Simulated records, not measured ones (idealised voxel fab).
process module | voxel capacitor over wiring
cross-section cut | 200 nm wide | cells 5 nm
A cross-section is a grid of square cells, given in bands from the top down. A band is one or more rows of cells.
Each band's line starts with the height of the band's top and of its bottom, in nm. Then come its materials from left to right, each with its width in nm. One material with "throughout" fills the band from edge to edge. "air" is empty space.
Height 0 is the level under which the wafer as received is all one material. The lowest band goes on downwards, as in "0 down".
A width such as "30 to 40" changes by the same amount from each row of cells to the next, from the band's top row to its bottom row.
"no change" after a step means that no cell of the cross-section changed.
closed voids: empty space of 8 cells or more with no open way to the top, each as width x height at its distance from the left edge, in nm
after a step's settings: what the simulator itself notes on the step
overlay nm, on a step with a mask: how far to the right of its planned place the mask lay; to the left if negative
plan
1 op RECEIVE | material Si
2 op CONFORMAL_DEP | material SiO2 | thk nm 10
3 op CONFORMAL_DEP | material SiCN | thk nm 5
4 op DIRECTIONAL_DEP | material SiO2 | thk nm 15
5 op MASKED_ETCH | tone open | mask id METAL_1 | width nm 20 | pitch nm 70 | etch materials SiO2 | depth nm 15 | overlay nm 0
6 op MASKED_ETCH | tone open | mask id METAL_1 | width nm 20 | pitch nm 70 | etch materials SiCN | depth nm 5 | overlay nm 0
7 op CONFORMAL_DEP | material TiN | thk nm 5
8 op FILL_DEP | material W | thk nm 10
9 op CMP | height nm 30
10 op CONFORMAL_DEP | material SiCN | thk nm 5
11 op DIRECTIONAL_DEP | material lowk | thk nm 20
12 op PATTERN | tone open | mask id PLUG_1 | material resist | width nm 15 | thk nm 20 | overlay nm 0
13 op DIRECTIONAL_ETCH | etch materials lowk | depth nm 20
14 op DIRECTIONAL_ETCH | etch materials SiCN | depth nm 5
15 op STRIP | etch materials resist
16 op CONFORMAL_DEP | material TiN | thk nm 5
17 op FILL_DEP | material Cu | thk nm 10
18 op CMP | height nm 55
19 op DIRECTIONAL_DEP | material TiN | thk nm 5
20 op DIRECTIONAL_DEP | material Al2O3 | thk nm 5
21 op DIRECTIONAL_DEP | material TiN | thk nm 10
22 op MASKED_ETCH | tone cover | mask id UPPER_PLATE | width nm 55 | etch materials TiN | depth nm 10 | overlay nm 0
23 op MASKED_ETCH | tone cover | mask id UPPER_PLATE | width nm 55 | etch materials Al2O3 | depth nm 5 | overlay nm 0
24 op MASKED_ETCH | tone cover | mask id LOWER_PLATE | width nm 65 | etch materials TiN | depth nm 5 | overlay nm 0
25 op FILL_DEP | material SiO2 | thk nm 15
26 op CMP | height nm 85
27 op MASKED_ETCH | tone open | mask id PLUG_2 | width nm 15 | etch materials SiO2 | depth nm 10 | overlay nm 0
28 op CONFORMAL_DEP | material TiN | thk nm 5
29 op FILL_DEP | material Cu | thk nm 10
30 op CMP | height nm 85
31 op CONFORMAL_DEP | material SiN | thk nm 5
first wafer, as planned
as received, after step 1
  0 down: Si throughout
  closed voids: none
after step 2
  10 to 0: SiO2 throughout
  below 0: unchanged
after step 3
  15 to 10: SiCN throughout
  below 10: unchanged
after step 4
  30 to 15: SiO2 throughout
  below 15: unchanged
after step 5
  30 to 15: SiO2 55 | air 20 | SiO2 50 | air 20 | SiO2 55
  below 15: unchanged
after step 6
  30 to 15: SiO2 55 | air 20 | SiO2 50 | air 20 | SiO2 55
  15 to 10: SiCN 55 | air 20 | SiCN 50 | air 20 | SiCN 55
  below 10: unchanged
after step 7
  35 to 30: TiN 60 | air 10 | TiN 60 | air 10 | TiN 60
  30 to 15: SiO2 55 | TiN 5 | air 10 | TiN 5 | SiO2 50 | TiN 5 | air 10 | TiN 5 | SiO2 55
  15 to 10: SiCN 55 | TiN 20 | SiCN 50 | TiN 20 | SiCN 55
  below 10: unchanged
after step 8
  45 to 35: W throughout
  35 to 30: TiN 60 | W 10 | TiN 60 | W 10 | TiN 60
  30 to 15: SiO2 55 | TiN 5 | W 10 | TiN 5 | SiO2 50 | TiN 5 | W 10 | TiN 5 | SiO2 55
  below 15: unchanged
after step 9
  30 to 15: SiO2 55 | TiN 5 | W 10 | TiN 5 | SiO2 50 | TiN 5 | W 10 | TiN 5 | SiO2 55
  below 15: unchanged
after step 10
  35 to 30: SiCN throughout
  below 30: unchanged
after step 11
  55 to 35: lowk throughout
  below 35: unchanged
after step 12
  75 to 55: resist 60 | air 15 | resist 125
  below 55: unchanged
after step 13
  75 to 55: resist 60 | air 15 | resist 125
  55 to 35: lowk 60 | air 15 | lowk 125
  below 35: unchanged
after step 14
  75 to 55: resist 60 | air 15 | resist 125
  55 to 35: lowk 60 | air 15 | lowk 125
  35 to 30: SiCN 60 | air 15 | SiCN 125
  below 30: unchanged
after step 15
  55 to 35: lowk 60 | air 15 | lowk 125
  below 35: unchanged
after step 16
  60 to 55: TiN 65 | air 5 | TiN 130
  55 to 35: lowk 60 | TiN 5 | air 5 | TiN 5 | lowk 125
  35 to 30: SiCN 60 | TiN 15 | SiCN 125
  below 30: unchanged
after step 17
  70 to 60: Cu throughout
  60 to 55: TiN 65 | Cu 5 | TiN 130
  55 to 35: lowk 60 | TiN 5 | Cu 5 | TiN 5 | lowk 125
  below 35: unchanged
after step 18
  55 to 35: lowk 60 | TiN 5 | Cu 5 | TiN 5 | lowk 125
  below 35: unchanged
after step 19
  60 to 55: TiN throughout
  below 55: unchanged
after step 20
  65 to 60: Al2O3 throughout
  below 60: unchanged
after step 21
  75 to 65: TiN throughout
  below 65: unchanged
after step 22
  75 to 65: air 60 | TiN 55 | air 85
  below 65: unchanged
after step 23
  75 to 65: air 60 | TiN 55 | air 85
  65 to 60: air 60 | Al2O3 55 | air 85
  below 60: unchanged
after step 24
  75 to 65: air 60 | TiN 55 | air 85
  65 to 60: air 60 | Al2O3 55 | air 85
  60 to 55: air 55 | TiN 65 | air 80
  below 55: unchanged
after step 25
  90 to 75: SiO2 throughout
  75 to 65: SiO2 60 | TiN 55 | SiO2 85
  65 to 60: SiO2 60 | Al2O3 55 | SiO2 85
  60 to 55: SiO2 55 | TiN 65 | SiO2 80
  below 55: unchanged
after step 26
  85 to 75: SiO2 throughout
  below 75: unchanged
after step 27
  85 to 75: SiO2 70 | air 15 | SiO2 115
  below 75: unchanged
after step 28
  90 to 85: TiN 75 | air 5 | TiN 120
  85 to 80: SiO2 70 | TiN 5 | air 5 | TiN 5 | SiO2 115
  80 to 75: SiO2 70 | TiN 15 | SiO2 115
  below 75: unchanged
after step 29
  100 to 90: Cu throughout
  90 to 85: TiN 75 | Cu 5 | TiN 120
  85 to 80: SiO2 70 | TiN 5 | Cu 5 | TiN 5 | SiO2 115
  below 80: unchanged
after step 30
  85 to 80: SiO2 70 | TiN 5 | Cu 5 | TiN 5 | SiO2 115
  below 80: unchanged
after step 31
  90 to 85: SiN throughout
  below 85: unchanged
second wafer: like start, like plan, one mistake. Through step 23 it matches the first wafer
when step 24 should have ended
  70 to 65: air 60 | TiN 55 | air 85
  65 to 60: air 60 | Al2O3 55 | air 85
  60 to 55: TiN 55 | air 5 | TiN 55 | air 5 | TiN 80
  below 55: unchanged
when step 25 should have ended
  85 to 70: SiO2 throughout
  70 to 65: SiO2 60 | TiN 55 | SiO2 85
  65 to 60: SiO2 60 | Al2O3 55 | SiO2 85
  60 to 55: TiN 55 | SiO2 5 | TiN 55 | SiO2 5 | TiN 80
  below 55: unchanged
when step 26 should have ended: no change
when step 27 should have ended
  85 to 75: SiO2 70 | air 15 | SiO2 115
  below 75: unchanged
when step 28 should have ended
  90 to 85: TiN 75 | air 5 | TiN 120
  85 to 80: SiO2 70 | TiN 5 | air 5 | TiN 5 | SiO2 115
  80 to 75: SiO2 70 | TiN 15 | SiO2 115
  below 75: unchanged
when step 29 should have ended
  100 to 90: Cu throughout
  90 to 85: TiN 75 | Cu 5 | TiN 120
  85 to 80: SiO2 70 | TiN 5 | Cu 5 | TiN 5 | SiO2 115
  below 80: unchanged
when step 30 should have ended
  85 to 80: SiO2 70 | TiN 5 | Cu 5 | TiN 5 | SiO2 115
  below 80: unchanged
when step 31 should have ended
  90 to 85: SiN throughout
  below 85: unchanged
what went wrong: step 24 ran as: op MASKED_ETCH | tone open | mask id LOWER_PLATE | width nm 65 | etch materials TiN | depth nm 5 | overlay nm 0
at the end the second wafer has, in cells: 14 fewer of SiO2 | 14 more of TiN
